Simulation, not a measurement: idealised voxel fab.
Proc. module: voxel spacer lines
Cross-section cut spans 265 nm and uses square cells 5 nm in size.
Cross-section layout: square cells on a grid; listed as bands, top to bottom; a band spans one or more cell rows. First you get the band's top height and its bottom height, in nm, and then the materials it's made of, left to right, with each width in nm. If you see a single material with "edge to edge", that one covers the band edge to edge. "air" is empty space. Heights are reckoned from 0. Under this level, the received wafer is all of one material. The bottommost band is open-ended downward, for example "z 0 and below". So if you see something like "30..40" for the width, read it as the top row of the band sitting at the first number and the bottom row at the second, with every row in between moving by the same amount as the last. "nothing different", as given for a step, is the statement that not any cell of the cross-section underwent a change during that step. In "Voids, fully enclosed" the enclosed voids are listed, meaning empty spaces of 8 cells or larger without any opening to the top. The form is width x height at distance, distance from the left edge, units nm. That trailing text on a step's line, after the settings, is the simulator's own remark on the step. A step's line can hold "overlay nm"; with a mask on that step, the setting says how far right of the planned place the mask lay, while a negative setting says it lay to the left.
Here's what the planned process steps look like:
1,RECEIVE | material Si
2,CONFORMAL_DEP | material Al2O3 | thk nm 5
3,DIRECTIONAL_DEP | material W | thk nm 20
4,DIRECTIONAL_DEP | material polySi | thk nm 25
5,PATTERN | tone cover | mask id MANDREL | material resist | width nm 15 | pitch nm 80 | thk nm 30 | overlay nm 0
6,DIRECTIONAL_ETCH | etch materials polySi | depth nm 25
7,STRIP | etch materials resist
8,CONFORMAL_DEP | material SiN | thk nm 15
9,DIRECTIONAL_ETCH | etch materials SiN | depth nm 15
10,STRIP | etch materials polySi
11,DIRECTIONAL_ETCH | etch materials W | depth nm 20
12,STRIP | etch materials SiN
13,FILL_DEP | material SiO2 | thk nm 5
14,CMP | height nm 25
Be aware that, although all wafers share a common starting state, the width nm at step 5 differs among them, and the plan displays the first wafer's value.
Cross-section, first of several wafers, as delivered after step 1:
> z 0 and below: Si edge to edge
> Voids, fully enclosed: none
What follows is a table in which each wafer occupies a row; for the wafer as it stands at the close of the module, the row states, material by material, how many cells have been gained (+) or lost (-) since receipt, and then gives its closed voids:
width nm 15; +53 Al2O3; +140 SiO2; +72 W; Voids, fully enclosed: none
width nm 20; +53 Al2O3; +140 SiO2; +72 W; Voids, fully enclosed: none
width nm 25; +53 Al2O3; +140 SiO2; +72 W; Voids, fully enclosed: none
width nm 30; +53 Al2O3; +140 SiO2; +72 W; Voids, fully enclosed: none
width nm 35; +53 Al2O3; +140 SiO2; +72 W; Voids, fully enclosed: none
width nm 40; +53 Al2O3; +140 SiO2; +72 W; Voids, fully enclosed: none
